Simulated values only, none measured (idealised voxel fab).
Documented hereafter: the process module known as voxel released beams.
Pictured: cross-section cut, 300 nm wide, on a grid of 5 nm square cells.
For the purposes of this document, a cross-section shall be understood as a grid of square cells, specified as bands listed in top-to-bottom order, each band consisting of one or more rows of cells.
For a band, the entry starts with two heights in nm, that of the top and then that of the bottom, and carries on with the band's materials in order from left to right, each alongside its width in nm; the word "everywhere" beside a single material means it fills the band edge to edge, and "empty" means empty space.
Heads up on the height convention: 0 is the point under which the incoming wafer is all one material, and the lowest band has no bottom, it just keeps going down, like "from 0 down".
A two-number width, for instance "30 to 40", indicates that the width is equal to the first number in the top row of the band and to the second number in the bottom row, and that it changes by a constant amount per row of cells.
Step note "nothing altered" = no cross-section cell changed.
The entry titled "Closed void entries" provides the empty spaces that have no open way to the top, restricted to those of 8 cells or more. Each is presented as width x height at distance, the distance being measured from the left edge, with all three in nm.
Past the settings on a step's line: simulator remark, on that step.
overlay nm: mask offset rightward from planned place, masked step; negative means leftward offset.

Set out below are the planned steps of the process:
step 1: RECEIVE (material Si)
step 2: CONFORMAL_DEP (material Al2O3; thk nm 10)
step 3: DIRECTIONAL_DEP (material SiO2; thk nm 10)
step 4: DIRECTIONAL_DEP (material aC; thk nm 10)
step 5: PATTERN (tone open; mask id ANCHOR; material resist; width nm 40; thk nm 25; overlay nm 0)
step 6: DIRECTIONAL_ETCH (etch materials aC; depth nm 10)
step 7: STRIP (etch materials resist)
step 8: DIRECTIONAL_ETCH (etch materials SiO2; depth nm 10)
step 9: STRIP (etch materials aC)
step 10: CONFORMAL_DEP (material SiN; thk nm 15)
step 11: DIRECTIONAL_DEP (material aC; thk nm 15)
step 12: PATTERN (tone cover; mask id BEAM; material resist; width nm 100; thk nm 30; overlay nm 0)
step 13: DIRECTIONAL_ETCH (etch materials aC; depth nm 15)
step 14: STRIP (etch materials resist)
step 15: DIRECTIONAL_ETCH (etch materials SiN; depth nm 15)
step 16: STRIP (etch materials aC)
step 17: STRIP (etch materials SiO2)

As received, after step 1:
* from 0 down = Si everywhere
* Closed void entries: none

Wafer cross-section at end of module: start and plan as shown above, one execution error:
* from 15 to 0 = empty 95, SiN 100, empty 105
* from 0 down = Si everywhere
* Closed void entries: none
Deviation noted in wafer processing: step 9 did not happen as planned, as run it was STRIP (etch materials Al2O3)
